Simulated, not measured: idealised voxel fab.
Proc. module: voxel ribs on slabs
Shown is cross-section cut, with a width of 285 nm and square cells of size 5 nm.
When this document writes out a cross-section, it uses a grid of square cells and lists it as bands, beginning at the top and moving down, with a band standing for one or more rows of cells.
The band entry comprises the height of the band's top followed by the height of its bottom, expressed in nm, and subsequently the band's materials from left to right, each stated together with its width in nm. Where a single material is marked with the word "full width", that material fills the band from edge to edge. The word "empty" represents empty space.
Heights are expressed relative to 0, this being the level below which the as-received wafer comprises one material exclusively. The lowest band is unbounded in the downward direction and is denoted as in "0 -> down".
You'd read "30 to 40" like this: the band's top row of cells is as wide as the first number, its bottom row is as wide as the second, and going down, every row changes width by the same amount as the row before did.
"everything unchanged" means the step left every cell of the cross-section as it was.
Empty spaces counting at least 8 cells and having no open way to the top are listed in "Unvented voids". The notation width x height at distance is used for each, the distance being from the left edge and all three values in nm.
Heads up: the bit after the settings on a step's line is the simulator's remark on that step.
Steps that use a mask can have "overlay nm" on their line. It says how far the mask sat to the right of where it was meant to be. Negative means to the left.
Before/after cross-section pairs, one process step each; after shown to lowest changed band; step and settings beneath. Pairs may be from different runs of this module on the same starting wafer; a pair continues from the one above only where its "Preceding state" entry says so.
[Preceding state]
  55 -> 45  SiO2 full width
  45 -> 25  SiN full width
  25 -> 0  SiO2 full width
  0 -> down  Si full width
  Unvented voids: none
[Post-Process Section]
  65 -> 55  aC full width
  Below a height of 55, the structure has not been altered.
  Unvented voids: none
Step taken after the before cross-section and before the after cross-section above: DIRECTIONAL_DEP,material aC,thk nm 10
Preceding state: the wafer arrives at this step looking as the after cross-section in the pair just above shows it.
[Post-Process Section]
  95 -> 65  115 nm empty / 55 nm resist / 115 nm empty
  Below a height of 65, the structure has not been altered.
  Unvented voids: none
Step taken after the before cross-section and before the after cross-section above: PATTERN,tone cover,mask id SLAB,material resist,width nm 55,thk nm 30,overlay nm 0
Preceding state: the wafer arrives at this step looking as the after cross-section in the pair just above shows it.
[Post-Process Section]
  85 -> 65  115 nm empty / 55 nm resist / 115 nm empty
  65 -> 55  115 nm empty / 55 nm aC / 115 nm empty
  Below a height of 55, the structure has not been altered.
  Unvented voids: none
Step taken after the before cross-section and before the after cross-section above: DIRECTIONAL_ETCH,etch materials aC,depth nm 10
Preceding state: the wafer arrives at this step looking as the after cross-section in the pair just above shows it.
[Post-Process Section]
  65 -> 55  115 nm empty / 55 nm aC / 115 nm empty
  Below a height of 55, the structure has not been altered.
  Unvented voids: none
Step taken after the before cross-section and before the after cross-section above: STRIP,etch materials resist
Preceding state: the wafer arrives at this step looking as the after cross-section in the pair just above shows it.
[Post-Process Section]
  55 -> 45  SiO2 full width
  Below a height of 45, the structure has not been altered.
  Unvented voids: none
Step taken after the before cross-section and before the after cross-section above: STRIP,etch materials aC
Preceding state: the wafer arrives at this step looking as the after cross-section in the pair just above shows it.
[Post-Process Section]
  70 -> 45  SiO2 full width
  Below a height of 45, the structure has not been altered.
  Unvented voids: none
Step taken after the before cross-section and before the after cross-section above: FILL_DEP,material SiO2,thk nm 15
Preceding state: the wafer arrives at this step looking as the after cross-section in the pair just above shows it.
[Post-Process Section]
  55 -> 45  SiO2 full width
  Below a height of 45, the structure has not been altered.
  Unvented voids: none
Step taken after the before cross-section and before the after cross-section above: CMP,height nm 55
Preceding state: the wafer arrives at this step looking as the after cross-section in the pair just above shows it.
[Post-Process Section]
  60 -> 55  W full width
  Below a height of 55, the structure has not been altered.
  Unvented voids: none
Step taken after the before cross-section and before the after cross-section above: DIRECTIONAL_DEP,material W,thk nm 5
Preceding state: the wafer arrives at this step looking as the after cross-section in the pair just above shows it.
[Post-Process Section]
  80 -> 60  125 nm empty / 35 nm resist / 125 nm empty
  Below a height of 60, the structure has not been altered.
  Unvented voids: none
Step taken after the before cross-section and before the after cross-section above: PATTERN,tone cover,mask id HEATER,material resist,width nm 35,thk nm 20,overlay nm 0
Preceding state: the wafer arrives at this step looking as the after cross-section in the pair just above shows it.
[Post-Process Section]
  80 -> 60  125 nm empty / 35 nm resist / 125 nm empty
  60 -> 55  125 nm empty / 35 nm W / 125 nm empty
  Below a height of 55, the structure has not been altered.
  Unvented voids: none
Step taken after the before cross-section and before the after cross-section above: DIRECTIONAL_ETCH,etch materials W,depth nm 5
Preceding state: the wafer arrives at this step looking as the after cross-section in the pair just above shows it.
[Post-Process Section]
  60 -> 55  125 nm empty / 35 nm W / 125 nm empty
  Below a height of 55, the structure has not been altered.
  Unvented voids: none
Step taken after the before cross-section and before the after cross-section above: STRIP,etch materials resist
Preceding state: the wafer arrives at this step looking as the after cross-section in the pair just above shows it.
[Post-Process Section]
  65 -> 60  120 nm empty / 45 nm SiO2 / 120 nm empty
  60 -> 55  125 nm SiO2 / 35 nm W / 125 nm SiO2
  Below a height of 55, the structure has not been altered.
  Unvented voids: none
Step taken after the before cross-section and before the after cross-section above: CONFORMAL_DEP,material SiO2,thk nm 5
[Preceding state]
  55 -> 45  aC full width
  45 -> 25  SiN full width
  25 -> 0  SiO2 full width
  0 -> down  Si full width
  Unvented voids: none
[Post-Process Section]
  80 -> 55  130 nm resist / 25 nm empty / 130 nm resist
  Below a height of 55, the structure has not been altered.
  Unvented voids: none
Step taken after the before cross-section and before the after cross-section above: PATTERN,tone open,mask id RIB,material resist,width nm 25,thk nm 25,overlay nm 0
Preceding state: the wafer arrives at this step looking as the after cross-section in the pair just above shows it.
[Post-Process Section]
  70 -> 55  130 nm resist / 25 nm empty / 130 nm resist
  55 -> 45  130 nm aC / 25 nm empty / 130 nm aC
  Below a height of 45, the structure has not been altered.
  Unvented voids: none
Step taken after the before cross-section and before the after cross-section above: DIRECTIONAL_ETCH,etch materials aC,depth nm 10
Preceding state: the wafer arrives at this step looking as the after cross-section in the pair just above shows it.
[Post-Process Section]
  55 -> 45  130 nm aC / 25 nm empty / 130 nm aC
  Below a height of 45, the structure has not been altered.
  Unvented voids: none
Step taken after the before cross-section and before the after cross-section above: STRIP,etch materials resist
Preceding state: the wafer arrives at this step looking as the after cross-section in the pair just above shows it.
[Post-Process Section]
  55 -> 45  130 nm aC / 25 nm empty / 130 nm aC
  45 -> 40  130 nm SiN / 25 nm empty / 130 nm SiN
  Below a height of 40, the structure has not been altered.
  Unvented voids: none
Step taken after the before cross-section and before the after cross-section above: DIRECTIONAL_ETCH,etch materials SiN,depth nm 5
Preceding state: the wafer arrives at this step looking as the after cross-section in the pair just above shows it.
[Post-Process Section]
  45 -> 40  130 nm SiN / 25 nm empty / 130 nm SiN
  Below a height of 40, the structure has not been altered.
  Unvented voids: none
Step taken after the before cross-section and before the after cross-section above: STRIP,etch materials aC
Preceding state: the wafer arrives at this step looking as the after cross-section in the pair just above shows it.
[Post-Process Section]
  55 -> 50  130 nm aC / 25 nm empty / 130 nm aC
  50 -> 45  aC full width
  45 -> 40  130 nm SiN / 25 nm aC / 130 nm SiN
  Below a height of 40, the structure has not been altered.
  Unvented voids: none
Step taken after the before cross-section and before the after cross-section above: DIRECTIONAL_DEP,material aC,thk nm 10
Preceding state: the wafer arrives at this step looking as the after cross-section in the pair just above shows it.
[Post-Process Section]
  85 -> 55  115 nm empty / 55 nm resist / 115 nm empty
  55 -> 50  130 nm aC / 25 nm resist / 130 nm aC
  Below a height of 50, the structure has not been altered.
  Unvented voids: none
Step taken after the before cross-section and before the after cross-section above: PATTERN,tone cover,mask id SLAB,material resist,width nm 55,thk nm 30,overlay nm 0
Preceding state: the wafer arrives at this step looking as the after cross-section in the pair just above shows it.
[Post-Process Section]
  75 -> 55  115 nm empty / 55 nm resist / 115 nm empty
  55 -> 50  115 nm empty / 15 nm aC / 25 nm resist / 15 nm aC / 115 nm empty
  50 -> 45  115 nm empty / 55 nm aC / 115 nm empty
  Below a height of 45, the structure has not been altered.
  Unvented voids: none
Step taken after the before cross-section and before the after cross-section above: DIRECTIONAL_ETCH,etch materials aC,depth nm 10
Preceding state: the wafer arrives at this step looking as the after cross-section in the pair just above shows it.
[Post-Process Section]
  55 -> 50  115 nm empty / 15 nm aC / 25 nm empty / 15 nm aC / 115 nm empty
  Below a height of 50, the structure has not been altered.
  Unvented voids: none
Step taken after the before cross-section and before the after cross-section above: STRIP,etch materials resist
Preceding state: the wafer arrives at this step looking as the after cross-section in the pair just above shows it.
[Post-Process Section]
  55 -> 50  115 nm empty / 15 nm aC / 25 nm empty / 15 nm aC / 115 nm empty
  50 -> 45  115 nm empty / 55 nm aC / 115 nm empty
  45 -> 40  115 nm empty / 15 nm SiN / 25 nm aC / 15 nm SiN / 115 nm empty
  40 -> 30  115 nm empty / 55 nm SiN / 115 nm empty
  Below a height of 30, the structure has not been altered.
  Unvented voids: none
Step taken after the before cross-section and before the after cross-section above: DIRECTIONAL_ETCH,etch materials SiN,depth nm 15
Preceding state: the wafer arrives at this step looking as the after cross-section in the pair just above shows it.
[Post-Process Section]
  45 -> 40  115 nm empty / 15 nm SiN / 25 nm empty / 15 nm SiN / 115 nm empty
  Below a height of 40, the structure has not been altered.
  Unvented voids: none
Step taken after the before cross-section and before the after cross-section above: STRIP,etch materials aC
Preceding state: the wafer arrives at this step looking as the after cross-section in the pair just above shows it.
[Post-Process Section]
  60 -> 45  SiO2 full width
  45 -> 40  115 nm SiO2 / 15 nm SiN / 25 nm SiO2 / 15 nm SiN / 115 nm SiO2
  40 -> 30  115 nm SiO2 / 55 nm SiN / 115 nm SiO2
  Below a height of 30, the structure has not been altered.
  Unvented voids: none
Step taken after the before cross-section and before the after cross-section above: FILL_DEP,material SiO2,thk nm 15
Preceding state: the wafer arrives at this step looking as the after cross-section in the pair just above shows it.
[Post-Process Section]
  55 -> 45  SiO2 full width
  Below a height of 45, the structure has not been altered.
  Unvented voids: none
Step taken after the before cross-section and before the after cross-section above: CMP,height nm 55
Preceding state: the wafer arrives at this step looking as the after cross-section in the pair just above shows it.
[Post-Process Section]
  60 -> 55  W full width
  Below a height of 55, the structure has not been altered.
  Unvented voids: none
Step taken after the before cross-section and before the after cross-section above: DIRECTIONAL_DEP,material W,thk nm 5
Preceding state: the wafer arrives at this step looking as the after cross-section in the pair just above shows it.
[Post-Process Section]
  80 -> 60  125 nm empty / 35 nm resist / 125 nm empty
  Below a height of 60, the structure has not been altered.
  Unvented voids: none
Step taken after the before cross-section and before the after cross-section above: PATTERN,tone cover,mask id HEATER,material resist,width nm 35,thk nm 20,overlay nm 0
Preceding state: the wafer arrives at this step looking as the after cross-section in the pair just above shows it.
[Post-Process Section]
  80 -> 60  125 nm empty / 35 nm resist / 125 nm empty
  60 -> 55  125 nm empty / 35 nm W / 125 nm empty
  Below a height of 55, the structure has not been altered.
  Unvented voids: none
Step taken after the before cross-section and before the after cross-section above: DIRECTIONAL_ETCH,etch materials W,depth nm 5
Preceding state: the wafer arrives at this step looking as the after cross-section in the pair just above shows it.
[Post-Process Section]
  60 -> 55  125 nm empty / 35 nm W / 125 nm empty
  Below a height of 55, the structure has not been altered.
  Unvented voids: none
Step taken after the before cross-section and before the after cross-section above: STRIP,etch materials resist
Preceding state: the wafer arrives at this step looking as the after cross-section in the pair just above shows it.
[Post-Process Section]
  65 -> 60  120 nm empty / 45 nm SiO2 / 120 nm empty
  60 -> 55  125 nm SiO2 / 35 nm W / 125 nm SiO2
  Below a height of 55, the structure has not been altered.
  Unvented voids: none
Step taken after the before cross-section and before the after cross-section above: CONFORMAL_DEP,material SiO2,thk nm 5
